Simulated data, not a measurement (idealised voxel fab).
voxel self aligned contacts: a process module
cross-section cut | 145 nm wide | cells 5 nm
Reading order for cross-sections: top band down to bottom band. Underlying form: a grid of square cells. Band size: one or more rows of cells.
Each band's line starts with the height of the band's top and of its bottom, in nm. Then come its materials from left to right, each with its width in nm. One material with "full width" fills the band from edge to edge. "air" is empty space.
Height datum 0, below which the as-received substrate wafer is one material. Lowest band open at the bottom, running downward: "from 0 down".
Think of "30->40" as a width that walks from the first number to the second as you go down the band, top row to bottom row, taking equal-sized steps from row to row.
Key: "nothing was modified" - step with no changed cell in the cross-section.
Empty spaces without an open route to the top, at least 8 cells in extent, make up the entry "Enclosed void inventory"; each is given as width x height at distance, where the distance is measured from the left edge, and all are in nm.
Anything after a step's settings on that line? It's the simulator's own note about the step.
overlay nm: step with mask; distance mask lay right of planned place; negative value = left of planned place.

Steps planned for the process:
1. RECEIVE [material Si]
2. CONFORMAL_DEP [material SiO2] [thk nm 5]
3. DIRECTIONAL_DEP [material polySi] [thk nm 30]
4. DIRECTIONAL_DEP [material SiN] [thk nm 20]
5. DIRECTIONAL_DEP [material aC] [thk nm 15]
6. PATTERN [tone cover] [mask id GATE] [material resist] [width nm 30] [pitch nm 55] [thk nm 30] [overlay nm 0]
7. DIRECTIONAL_ETCH [etch materials aC] [depth nm 15]
8. STRIP [etch materials resist]
9. DIRECTIONAL_ETCH [etch materials SiN] [depth nm 20]
10. DIRECTIONAL_ETCH [etch materials polySi] [depth nm 30]
11. STRIP [etch materials aC]
12. CONFORMAL_DEP [material SiN] [thk nm 5]
13. DIRECTIONAL_ETCH [etch materials SiN] [depth nm 5]
14. FILL_DEP [material SiO2] [thk nm 10]
15. CMP [height nm 60]
16. MASKED_ETCH [tone open] [mask id CONTACT] [width nm 35] [etch materials SiO2] [depth nm 60] [overlay nm 0]
17. CONFORMAL_DEP [material TiN] [thk nm 5]
18. FILL_DEP [material W] [thk nm 10]
19. CMP [height nm 60]
20. CONFORMAL_DEP [material SiN] [thk nm 5]

This is the cross-section of the wafer as we received it, i.e. after step 1:
* from 0 down  Si full width
* Enclosed void inventory: none

What the wafer looks like in cross-section after this module, when it starts as shown above and follows the plan above but one mistake is made in running it:
* from 65 to 60  SiN full width
* from 60 to 55  SiO2 60 nm | TiN 10 nm | W 5 nm | TiN 10 nm | SiO2 60 nm
* from 55 to 35  SiO2 25 nm | SiN 40 nm | TiN 5 nm | W 5 nm | TiN 5 nm | SiN 40 nm | SiO2 25 nm
* from 35 to 5  SiO2 25 nm | SiN 5 nm | polySi 30 nm | SiN 5 nm | TiN 5 nm | W 5 nm | TiN 5 nm | SiN 5 nm | polySi 30 nm | SiN 5 nm | SiO2 25 nm
* from 5 to 0  SiO2 65 nm | TiN 15 nm | SiO2 65 nm
* from 0 down  Si full width
* Enclosed void inventory: none
So what did we get wrong on this run? so step 16 ended up running with a different setting than we planned, it ran as MASKED_ETCH [tone open] [mask id CONTACT] [width nm 25] [etch materials SiO2] [depth nm 60] [overlay nm 0]
